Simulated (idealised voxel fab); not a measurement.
Herein follows the process module entitled voxel wiring stack.
The cross-section on display is named cut; it measures 270 nm wide, and its cells are 5 nm squares.
Cross-section spec: square-cell grid; bands listed top down; each band is one or more rows. Each band's line starts with the height of the band's top and of its bottom, in nm. Then come its materials from left to right, each with its width in nm. One material with "all across" fills the band from edge to edge. "empty" is empty space. Zero point of the height axis is 0; under it, received wafer = one material. Lowest band: continues down indefinitely, "0 and below". A width such as "30->40" changes by the same amount from each row of cells to the next, from the band's top row to its bottom row. Where a step carries "nothing altered", the cross-section came out of it unchanged, cell for cell. The entry titled "Enclosed void inventory" provides the empty spaces that have no open way to the top, restricted to those of 8 cells or more. Each is presented as width x height at distance, the distance being measured from the left edge, with all three in nm. If you see something after the settings on a step's line, that's the simulator's own remark about that step. If you see "overlay nm" on a step's line and that step has a mask, it's telling you how far right of where it was planned the mask ended up; a negative number means it went left instead.

## The steps planned for the process are as follows
1 RECEIVE | material Si
2 CONFORMAL_DEP | material SiO2 | thk nm 10
3 CONFORMAL_DEP | material SiCN | thk nm 5
4 DIRECTIONAL_DEP | material SiO2 | thk nm 20
5 MASKED_ETCH | tone open | mask id METAL_1 | width nm 20 | pitch nm 45 | etch materials SiO2 | depth nm 20 | overlay nm 0
6 MASKED_ETCH | tone open | mask id METAL_1 | width nm 20 | pitch nm 45 | etch materials SiCN | depth nm 5 | overlay nm 0
7 CONFORMAL_DEP | material TiN | thk nm 5
8 FILL_DEP | material Cu | thk nm 10
9 CMP | height nm 35
10 CONFORMAL_DEP | material SiCN | thk nm 5
11 DIRECTIONAL_DEP | material SiO2 | thk nm 30
12 PATTERN | tone open | mask id METAL_2_HOLES | material resist | width nm 15 | pitch nm 90 | thk nm 15 | overlay nm 0
13 DIRECTIONAL_ETCH | etch materials SiO2 | depth nm 30
14 STRIP | etch materials resist
15 DIRECTIONAL_DEP | material aC | thk nm 10
16 PATTERN | tone open | mask id METAL_2 | material resist | width nm 20 | pitch nm 45 | thk nm 25 | overlay nm 0
17 DIRECTIONAL_ETCH | etch materials aC | depth nm 10
18 STRIP | etch materials resist
19 DIRECTIONAL_ETCH | etch materials SiO2 | depth nm 20
20 DIRECTIONAL_ETCH | etch materials SiCN | depth nm 5
21 STRIP | etch materials aC
22 CONFORMAL_DEP | material TiN | thk nm 5
23 FILL_DEP | material Cu | thk nm 5
24 CMP | height nm 70
25 CONFORMAL_DEP | material SiCN | thk nm 5
26 DIRECTIONAL_DEP | material SiO2 | thk nm 35
27 PATTERN | tone open | mask id METAL_3_HOLES | material resist | width nm 15 | pitch nm 45 | thk nm 15 | overlay nm 0
28 DIRECTIONAL_ETCH | etch materials SiO2 | depth nm 35
29 STRIP | etch materials resist
30 PATTERN | tone open | mask id METAL_3 | material resist | width nm 20 | pitch nm 45 | thk nm 15 | overlay nm 0
31 DIRECTIONAL_ETCH | etch materials SiO2 | depth nm 20
32 DIRECTIONAL_ETCH | etch materials SiCN | depth nm 5
33 STRIP | etch materials resist
34 CONFORMAL_DEP | material TiN | thk nm 5
35 FILL_DEP | material Cu | thk nm 5
36 CMP | height nm 110
37 CONFORMAL_DEP | material SiCN | thk nm 5
38 DIRECTIONAL_DEP | material SiO2 | thk nm 20
39 DIRECTIONAL_DEP | material aC | thk nm 15
40 PATTERN | tone open | mask id PLUG_3 | material resist | width nm 15 | pitch nm 90 | thk nm 35 | overlay nm 0
41 DIRECTIONAL_ETCH | etch materials aC | depth nm 15
42 STRIP | etch materials resist
43 DIRECTIONAL_ETCH | etch materials SiO2 | depth nm 20
44 DIRECTIONAL_ETCH | etch materials SiCN | depth nm 5
45 STRIP | etch materials aC
46 CONFORMAL_DEP | material TiN | thk nm 5
47 FILL_DEP | material Cu | thk nm 5
48 CMP | height nm 135
49 DIRECTIONAL_DEP | material TiN | thk nm 5
50 DIRECTIONAL_DEP | material Ru | thk nm 25
51 PATTERN | tone cover | mask id METAL_4 | material resist | width nm 20 | pitch nm 45 | thk nm 20 | overlay nm 0
52 DIRECTIONAL_ETCH | etch materials Ru | depth nm 25
53 DIRECTIONAL_ETCH | etch materials TiN | depth nm 5
54 STRIP | etch materials resist
55 FILL_DEP | material SiO2 | thk nm 5
56 CMP | height nm 165
57 CONFORMAL_DEP | material SiCN | thk nm 5

## The cross-section here shows the wafer as received, i.e. in its state after step 1
> 0 and below  Si all across
> Enclosed void inventory: none

## What the wafer looks like in cross-section after this module, when it starts as shown above and follows the plan above but one mistake is made in running it
> 170 down to 165  SiCN all across
> 165 down to 140  SiO2=55 / Ru=20 / SiO2=25 / Ru=20 / SiO2=25 / Ru=20 / SiO2=25 / Ru=20 / SiO2=60
> 140 down to 135  SiO2=55 / TiN=20 / SiO2=25 / TiN=20 / SiO2=25 / TiN=20 / SiO2=25 / TiN=20 / SiO2=60
> 135 down to 115  SiO2=55 / TiN=5 / Cu=5 / TiN=5 / SiO2=75 / TiN=5 / Cu=5 / TiN=5 / SiO2=110
> 115 down to 110  SiCN=55 / TiN=15 / SiCN=75 / TiN=15 / SiCN=110
> 110 down to 95  SiO2=55 / TiN=5 / Cu=10 / TiN=5 / SiO2=25 / TiN=5 / Cu=10 / TiN=5 / SiO2=25 / TiN=5 / Cu=10 / TiN=5 / SiO2=25 / TiN=5 / Cu=10 / TiN=5 / SiO2=60
> 95 down to 90  SiO2=55 / TiN=5 / Cu=5 / TiN=10 / SiO2=25 / TiN=5 / Cu=5 / TiN=10 / SiO2=25 / TiN=5 / Cu=5 / TiN=10 / SiO2=25 / TiN=5 / Cu=5 / TiN=10 / SiO2=60
> 90 down to 75  SiO2=55 / TiN=5 / Cu=5 / TiN=5 / SiO2=30 / TiN=5 / Cu=5 / TiN=5 / SiO2=30 / TiN=5 / Cu=5 / TiN=5 / SiO2=30 / TiN=5 / Cu=5 / TiN=5 / SiO2=65
> 75 down to 70  SiCN=55 / TiN=15 / SiCN=30 / TiN=15 / SiCN=30 / TiN=15 / SiCN=30 / TiN=15 / SiCN=65
> 70 down to 55  SiO2=55 / TiN=5 / Cu=10 / TiN=5 / SiO2=25 / TiN=5 / Cu=10 / TiN=5 / SiO2=25 / TiN=5 / Cu=10 / TiN=5 / SiO2=25 / TiN=5 / Cu=10 / TiN=5 / SiO2=60
> 55 down to 50  SiO2=55 / TiN=5 / Cu=5 / TiN=10 / SiO2=25 / TiN=20 / SiO2=25 / TiN=5 / Cu=5 / TiN=10 / SiO2=25 / TiN=20 / SiO2=60
> 50 down to 40  SiO2=55 / TiN=5 / Cu=5 / TiN=5 / SiO2=75 / TiN=5 / Cu=5 / TiN=5 / SiO2=110
> 40 down to 35  SiCN=55 / TiN=15 / SiCN=75 / TiN=15 / SiCN=110
> 35 down to 30  TiN=60 / Cu=10 / TiN=35 / Cu=10 / TiN=35 / Cu=10 / TiN=35 / Cu=10 / TiN=65
> 30 down to 15  SiO2=55 / TiN=5 / Cu=10 / TiN=5 / SiO2=25 / TiN=5 / Cu=10 / TiN=5 / SiO2=25 / TiN=5 / Cu=10 / TiN=5 / SiO2=25 / TiN=5 / Cu=10 / TiN=5 / SiO2=60
> 15 down to 10  SiO2=55 / TiN=20 / SiO2=25 / TiN=20 / SiO2=25 / TiN=20 / SiO2=25 / TiN=20 / SiO2=60
> 10 down to 0  SiO2 all across
> 0 and below  Si all across
> Enclosed void inventory: none
The mistake made against the process plan was this: step 3 of the plan was jumped over and never run
